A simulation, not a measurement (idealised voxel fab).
Herein follows the process module entitled voxel quadruple lines.
195 nm wide, 5 nm square cells: that's cross-section cut.
A cross-section is written here as square cells arranged in a grid, and it is given in bands from the top down, each band taking up one or more rows of cells.
Band: top height; bottom height; in nm. Then, left to right: material with width in nm, for each material. "full width": a single material spanning edge to edge. "blank": empty space.
For the purposes of this specification, 0 denotes the height below which the wafer in its as-received condition is composed wholly of one material, and the lowermost band, lacking a lower limit, extends downward without end, as expressed in "z 0 and below".
Top row gets the first number, bottom row gets the second, and each row in between changes by the same step: that is how a band width like "30..40" works.
Step marked "everything unchanged"? Then no cell in the cross-section changed in it.
The entry "Closed internal cavities" lists the empty spaces that cover at least 8 cells and have no open path to the top. Each is written as width x height at distance, where the distance is measured from the left edge and all three values are in nm.
The remark found on a step's line after its settings is issued by the simulator itself and pertains to that step.
overlay nm: step with mask; distance mask lay right of planned place; negative value = left of planned place.

-- The steps planned for the process are as follows
| 1 | RECEIVE (material Si) |
| 2 | CONFORMAL_DEP (material Al2O3; thk nm 5) |
| 3 | DIRECTIONAL_DEP (material W; thk nm 10) |
| 4 | DIRECTIONAL_DEP (material polySi; thk nm 15) |
| 5 | DIRECTIONAL_DEP (material aC; thk nm 25) |
| 6 | PATTERN (tone cover; mask id MANDREL; material resist; width nm 25; thk nm 35; overlay nm 0) |
| 7 | DIRECTIONAL_ETCH (etch materials aC; depth nm 25) |
| 8 | STRIP (etch materials resist) |
| 9 | CONFORMAL_DEP (material SiO2; thk nm 15) |
| 10 | DIRECTIONAL_ETCH (etch materials SiO2; depth nm 15) |
| 11 | STRIP (etch materials aC) |
| 12 | DIRECTIONAL_ETCH (etch materials polySi; depth nm 15) |
| 13 | STRIP (etch materials SiO2) |
| 14 | CONFORMAL_DEP (material SiCN; thk nm 5) |
| 15 | DIRECTIONAL_ETCH (etch materials SiCN; depth nm 5) |
| 16 | STRIP (etch materials polySi) |
| 17 | DIRECTIONAL_ETCH (etch materials W; depth nm 10) |
| 18 | STRIP (etch materials SiCN) |
| 19 | FILL_DEP (material SiO2; thk nm 5) |
| 20 | CMP (height nm 15) |

-- This is the cross-section of the wafer as we received it, i.e. after step 1
z 0 and below = Si full width
Closed internal cavities: none

-- Cross-section: first of two wafers, module finished, run according to plan
z 15 to 5 = SiO2: 65  W: 5  SiO2: 15  W: 5  SiO2: 15  W: 5  SiO2: 15  W: 5  SiO2: 65
z 5 to 0 = Al2O3 full width
z 0 and below = Si full width
Closed internal cavities: none

-- Wafer two, end of module, cross-section. Same start, same plan as wafer one. One mistake in the run
z 15 to 10 = SiO2 full width
z 10 to 0 = SiO2: 65  W: 5  SiO2: 15  W: 5  SiO2: 15  W: 5  SiO2: 15  W: 5  SiO2: 65
z 0 and below = Si full width
Closed internal cavities: none
What went wrong in running the wafer? the plan's step 2 went unexecuted, having been skipped
Final wafer comparison in cells, second versus first, more or fewer per material: -39 Al2O3; +39 SiO2
